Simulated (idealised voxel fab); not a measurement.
process module | voxel double patterning
cross-section cut | 235 nm wide | cells 5 nm
A cross-section is a grid of square cells, given in bands from the top down. A band is one or more rows of cells.
Each band's line starts with the height of the band's top and of its bottom, in nm. Then come its materials from left to right, each with its width in nm. One material with "throughout" fills the band from edge to edge. "air" is empty space.
Height 0 is the level under which the wafer as received is all one material. The lowest band goes on downwards, as in "0 down".
A width such as "30 to 40" changes by the same amount from each row of cells to the next, from the band's top row to its bottom row.
"no change" after a step means that no cell of the cross-section changed.
closed voids: empty space of 8 cells or more with no open way to the top, each as width x height at its distance from the left edge, in nm
after a step's settings: what the simulator itself notes on the step
overlay nm, on a step with a mask: how far to the right of its planned place the mask lay; to the left if negative
plan
1 op RECEIVE | material Si
2 op CONFORMAL_DEP | material SiO2 | thk nm 5
3 op DIRECTIONAL_DEP | material W | thk nm 15
4 op DIRECTIONAL_DEP | material SiCN | thk nm 10
5 op PATTERN | tone open | mask id FIRST | material resist | width nm 15 | pitch nm 50 | thk nm 20 | overlay nm 0
6 op DIRECTIONAL_ETCH | etch materials SiCN | depth nm 10
7 op STRIP | etch materials resist
8 op MASKED_ETCH | tone open | mask id SECOND | width nm 15 | pitch nm 50 | etch materials SiCN | depth nm 10 | overlay nm 0
9 op DIRECTIONAL_ETCH | etch materials W | depth nm 15
10 op STRIP | etch materials SiCN
as received, after step 1
  0 down: Si throughout
  closed voids: none
a wafer at the end: this start, this plan, one mistake
  20 to 5: W 60 | air 15 | W 10 | air 15 | W 10 | air 15 | W 10 | air 15 | W 10 | air 15 | W 60
  5 to 0: W throughout
  0 down: Si throughout
  closed voids: none
what went wrong: step 2 ran as: op CONFORMAL_DEP | material W | thk nm 5
